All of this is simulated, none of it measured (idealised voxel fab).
voxel self aligned contacts: a process module
Pictured: cross-section cut, 285 nm wide, on a grid of 5 nm square cells.
Just so we're on the same page, the cross-sections are grids of square cells, and they're listed out in bands top to bottom, each band one or more rows deep.
Basically the band line says how high the top is and how high the bottom is, in nm, and then what's in it from left to right, every material with its width in nm. Empty space shows up as "empty", and if a single material carries "full width" it runs the full band edge to edge.
We count height from 0. Below that, the starting wafer is all one material. The lowest band never ends at the bottom but goes on down; see "0 -> down" for how that is written.
A width given as "30 to 40" starts at the first number in the band's top row and ends at the second number in its bottom row, shifting by an equal amount at every step from row to row.
Any step labelled "no modification" changed none of the cells in the cross-section.
Closed internal cavities: empty space of 8 cells or more with no open way to the top, each as width x height at its distance from the left edge, in nm
Past the settings on a step's line: simulator remark, on that step.
overlay nm: mask right of planned place by this much (step with mask). Neg. = left.

Process steps - plan
1: RECEIVE (material Si)
2: OXIDIZE (depth nm 5)
3: DIRECTIONAL_DEP (material polySi; thk nm 20)
4: DIRECTIONAL_DEP (material SiN; thk nm 10)
5: MASKED_ETCH (tone cover; mask id GATE; width nm 30; pitch nm 60; etch materials SiN; depth nm 20; overlay nm 0)
6: MASKED_ETCH (tone cover; mask id GATE; width nm 30; pitch nm 60; etch materials polySi; depth nm 20; overlay nm 0)
7: CONFORMAL_DEP (material SiN; thk nm 5)
8: DIRECTIONAL_ETCH (etch materials SiN; depth nm 5)
9: FILL_DEP (material SiO2; thk nm 15)
10: CMP (height nm 45)
11: MASKED_ETCH (tone open; mask id CONTACT; width nm 40; etch materials SiO2; depth nm 50; overlay nm 0)
12: CONFORMAL_DEP (material TiN; thk nm 5)
13: FILL_DEP (material W; thk nm 10)
14: CMP (height nm 45)
15: CONFORMAL_DEP (material SiN; thk nm 5)
Same starting wafers, different thk nm at step 4. Plan value belongs to the first wafer.

First of several wafers, received after step 1, in cross-section
  0 -> down  Si full width
  Closed internal cavities: none

Quick key for the table: a row per wafer, taken at the end of the module. For each material it tells you how many cells the wafer gained (+) or lost (-) since it came in, and the closed voids come after
thk nm 10 | -57 Si | +105 SiN | +422 SiO2 | +26 TiN | +26 W | +48 polySi | Closed internal cavities: none
thk nm 15 | -57 Si | +121 SiN | +410 SiO2 | +26 TiN | +22 W | +48 polySi | Closed internal cavities: none
thk nm 20 | -57 Si | +137 SiN | +398 SiO2 | +26 TiN | +18 W | +48 polySi | Closed internal cavities: none
thk nm 25 | -57 Si | +178 SiN | +205 SiO2 | +10 TiN | +6 W | +228 polySi | Closed internal cavities: none
thk nm 30 | -57 Si | +219 SiN | +168 SiO2 | +8 TiN | +4 W | +228 polySi | Closed internal cavities: none
thk nm 35 | -57 Si | +260 SiN | +131 SiO2 | +6 TiN | +2 W | +228 polySi | Closed internal cavities: none
